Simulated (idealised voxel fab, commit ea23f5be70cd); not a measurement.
process module | voxel gate over fins
For reference, the cross-section in this document is cut, with width 185 nm and square cells of 5 nm.
Just so we're on the same page, the cross-sections are grids of square cells, and they're listed out in bands top to bottom, each band one or more rows deep. Within each band entry, the heights of the top and of the bottom of the band appear first, in that order and in nm; the materials of the band then follow from left to right, each with its corresponding width in nm. The designation "edge to edge" on a single material indicates that it fills the band from edge to edge; the designation "empty" indicates empty space. Height 0 is the level under which the wafer as received is all one material. The lowest band goes on downwards, as in "from 0 down". Width spec "30..40" -> top row of cells at first value, bottom row at second value, equal per-row change in between. Where the words "no change" appear for a step, the cross-section shows no cell changed by that step; every cell remained as before. What "Trapped void list" gives you is every empty space of 8 cells or more that is cut off from the top. Each appears as width x height at distance, with the distance taken from the left edge and width, height and distance all in nm. It should be noted that, on the line of a given step, the content following the step's settings is a remark produced by the simulator itself with respect to that step. What "overlay nm" on a step's line means: if the step has a mask, that mask lay this far to the right of its planned place, or, when the value is negative, to the left.
**The process steps that were planned are listed below**
1,RECEIVE, material Si
2,CONFORMAL_DEP, material SiN, thk nm 5
3,DIRECTIONAL_DEP, material aC, thk nm 15
4,PATTERN, tone cover, mask id FINS, material resist, width nm 15, pitch nm 35, thk nm 30, overlay nm 0
5,DIRECTIONAL_ETCH, etch materials aC, depth nm 15
6,STRIP, etch materials resist
7,DIRECTIONAL_ETCH, etch materials SiN, depth nm 5
8,DIRECTIONAL_ETCH, etch materials Si, depth nm 30
9,STRIP, etch materials aC
10,OXIDIZE, depth nm 5
11,FILL_DEP, material SiO2, thk nm 15
12,CMP, height nm 5
13,SELECTIVE_ETCH, etch materials SiO2, depth nm 15
14,STRIP, etch materials SiN
15,CONFORMAL_DEP, material HfO2, thk nm 5
16,CONFORMAL_DEP, material TiN, thk nm 5
17,CONFORMAL_DEP, material TiAl, thk nm 5
18,CONFORMAL_DEP, material TiN, thk nm 5
19,FILL_DEP, material W, thk nm 10
20,CMP, height nm 25
21,CONFORMAL_DEP, material SiCN, thk nm 5
**As-received state of the wafer in cross-section, equivalent to post-step 1**
	from 0 down: Si edge to edge
	Trapped void list: none
**The following cross-section depicts the wafer upon conclusion of the module. Processing commenced from the starting condition illustrated above and adhered to the plan illustrated above, save for one mistake in execution**
	from 30 to 25: SiCN edge to edge
	from 25 to 20: W edge to edge
	from 20 to 15: 15 of W, 155 of TiN, 15 of W
	from 15 to 10: 15 of W, 5 of TiN, 145 of TiAl, 5 of TiN, 15 of W
	from 10 to 5: 20 of TiN, 5 of TiAl, 30 of TiN, 5 of TiAl, 30 of TiN, 5 of TiAl, 30 of TiN, 5 of TiAl, 30 of TiN, 5 of TiAl, 20 of TiN
	from 5 to 0: 25 of TiAl, 5 of TiN, 20 of HfO2, 5 of TiN, 5 of TiAl, 5 of TiN, 20 of HfO2, 5 of TiN, 5 of TiAl, 5 of TiN, 20 of HfO2, 5 of TiN, 5 of TiAl, 5 of TiN, 20 of HfO2, 5 of TiN, 25 of TiAl
	from 0 to -5: 30 of TiN, 5 of HfO2, 10 of Si, 5 of HfO2, 15 of TiN, 5 of HfO2, 10 of Si, 5 of HfO2, 15 of TiN, 5 of HfO2, 10 of Si, 5 of HfO2, 15 of TiN, 5 of HfO2, 10 of Si, 5 of HfO2, 30 of TiN
	from -5 to -10: 35 of HfO2, 10 of Si, 25 of HfO2, 10 of Si, 25 of HfO2, 10 of Si, 25 of HfO2, 10 of Si, 35 of HfO2
	from -10 to -35: 35 of SiO2, 10 of Si, 25 of SiO2, 10 of Si, 25 of SiO2, 10 of Si, 25 of SiO2, 10 of Si, 35 of SiO2
	from -35 down: Si edge to edge
	Trapped void list: none
Plan not followed: rather than as planned, step 4 actually ran as PATTERN, tone cover, mask id FINS, material resist, width nm 20, pitch nm 35, thk nm 30, overlay nm 0
